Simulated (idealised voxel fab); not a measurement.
process module | voxel self aligned vias
cross-section cut | 155 nm wide | cells 5 nm
A cross-section is a grid of square cells, given in bands from the top down. A band is one or more rows of cells.
Each band's line starts with the height of the band's top and of its bottom, in nm. Then come its materials from left to right, each with its width in nm. One material with "throughout" fills the band from edge to edge. "air" is empty space.
Height 0 is the level under which the wafer as received is all one material. The lowest band goes on downwards, as in "0 down".
A width such as "30 to 40" changes by the same amount from each row of cells to the next, from the band's top row to its bottom row.
"no change" after a step means that no cell of the cross-section changed.
closed voids: empty space of 8 cells or more with no open way to the top, each as width x height at its distance from the left edge, in nm
after a step's settings: what the simulator itself notes on the step
overlay nm, on a step with a mask: how far to the right of its planned place the mask lay; to the left if negative
plan
1 op RECEIVE | material Si
2 op CONFORMAL_DEP | material SiO2 | thk nm 15
3 op CONFORMAL_DEP | material SiCN | thk nm 5
4 op DIRECTIONAL_DEP | material SiO2 | thk nm 25
5 op PATTERN | tone open | mask id LINES | material resist | width nm 30 | pitch nm 55 | thk nm 15 | overlay nm 0
6 op DIRECTIONAL_ETCH | etch materials SiO2 | depth nm 25
7 op STRIP | etch materials resist
8 op CONFORMAL_DEP | material TiN | thk nm 5
9 op FILL_DEP | material W | thk nm 10
10 op CMP | height nm 45
11 op SELECTIVE_ETCH | etch materials W Ru TiN | depth nm 5
12 op FILL_DEP | material SiN | thk nm 10
13 op CMP | height nm 45
14 op DIRECTIONAL_DEP | material SiO2 | thk nm 15
15 op MASKED_ETCH | tone open | mask id VIAS | width nm 40 | pitch nm 55 | etch materials SiO2 | depth nm 15 | overlay nm 0
16 op MASKED_ETCH | tone open | mask id VIAS | width nm 40 | pitch nm 55 | etch materials SiN | depth nm 5 | overlay nm 0
17 op CONFORMAL_DEP | material TiN | thk nm 5
18 op FILL_DEP | material Ru | thk nm 10
19 op CMP | height nm 60
20 op CONFORMAL_DEP | material SiCN | thk nm 5
as received, after step 1
  0 down: Si throughout
  closed voids: none
a wafer at the end: this start, this plan, one mistake
  65 to 60: SiCN throughout
  60 to 50: SiO2 30 | TiN 5 | Ru 30 | TiN 5 | SiO2 15 | TiN 5 | Ru 30 | TiN 5 | SiO2 30
  50 to 45: SiO2 30 | TiN 40 | SiO2 15 | TiN 40 | SiO2 30
  45 to 40: SiN 30 | TiN 5 | SiO2 30 | TiN 5 | SiN 15 | TiN 5 | SiO2 30 | TiN 5 | SiN 30
  40 to 25: W 30 | TiN 5 | SiO2 30 | TiN 5 | W 15 | TiN 5 | SiO2 30 | TiN 5 | W 30
  25 to 20: TiN 35 | SiO2 30 | TiN 25 | SiO2 30 | TiN 35
  20 to 15: SiCN throughout
  15 to 0: SiO2 throughout
  0 down: Si throughout
  closed voids: none
what went wrong: step 5 ran as: op PATTERN | tone cover | mask id LINES | material resist | width nm 30 | pitch nm 55 | thk nm 15 | overlay nm 0
